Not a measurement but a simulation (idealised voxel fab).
process module | voxel plated lines
Cross-section cut: width 160 nm, square cells of 5 nm.
Cross-sections here: square-cell grids, written as top-down lists of bands, a band being one or more rows of cells. Band: top and bottom heights (nm) first, top before bottom; then materials from left to right, widths in nm. "all across" marks a sole material filling the band edge to edge. "air" denotes empty space. Where do heights start? At 0: under that level the wafer as delivered is made of one material only. And the lowest band has no floor; it just carries on downward, as in "from 0 down". Graded width ("30->40"): value in top row of band = first number; value in bottom row = second number; row-to-row change constant. It should be understood that the words "nothing got changed", when stated for a given step, signify that the cross-section underwent no change in any of its cells during that step. "Listed closed voids" means: voids of 8 cells or more that are shut off from the top with no open way through. Written width x height at distance, distance from the left edge, in nm. The remark found on a step's line after its settings is issued by the simulator itself and pertains to that step. overlay nm: right-of-plan distance of the mask on a masked step; negative values mean left-of-plan.

-- Planned process steps
1. RECEIVE (material Si)
2. CONFORMAL_DEP (material SiO2; thk nm 5)
3. DIRECTIONAL_DEP (material TiN; thk nm 5)
4. PATTERN (tone open; mask id LINES; material resist; width nm 15; pitch nm 30; thk nm 25; overlay nm 0)
5. EPI (material Ru; thk nm 5)
6. EPI (material Ru; thk nm 5)
7. STRIP (etch materials resist)
8. DIRECTIONAL_ETCH (etch materials TiN; depth nm 5)
9. CONFORMAL_DEP (material SiO2; thk nm 5)

-- Cross-section of the wafer upon arrival, representing the state reached after step 1
    from 0 down | Si all across
    Listed closed voids: none

-- Figure: cross-sectional view of the wafer upon completion of the module, processed from the initial state and according to the plan depicted above, with one error introduced during execution
    from 25 to 20 | SiO2 60 nm, then air 5 nm, then SiO2 25 nm, then air 5 nm, then SiO2 65 nm
    from 20 to 10 | Ru 55 nm, then SiO2 5 nm, then air 5 nm, then SiO2 5 nm, then Ru 15 nm, then SiO2 5 nm, then air 5 nm, then SiO2 5 nm, then Ru 60 nm
    from 10 to 5 | TiN 55 nm, then SiO2 15 nm, then TiN 15 nm, then SiO2 15 nm, then TiN 60 nm
    from 5 to 0 | SiO2 all across
    from 0 down | Si all across
    Listed closed voids: none
In executing the process, a mistake was made relative to the plan: step 4 was processed under conditions differing from the plan, specifically as PATTERN (tone cover; mask id LINES; material resist; width nm 15; pitch nm 30; thk nm 25; overlay nm 0)
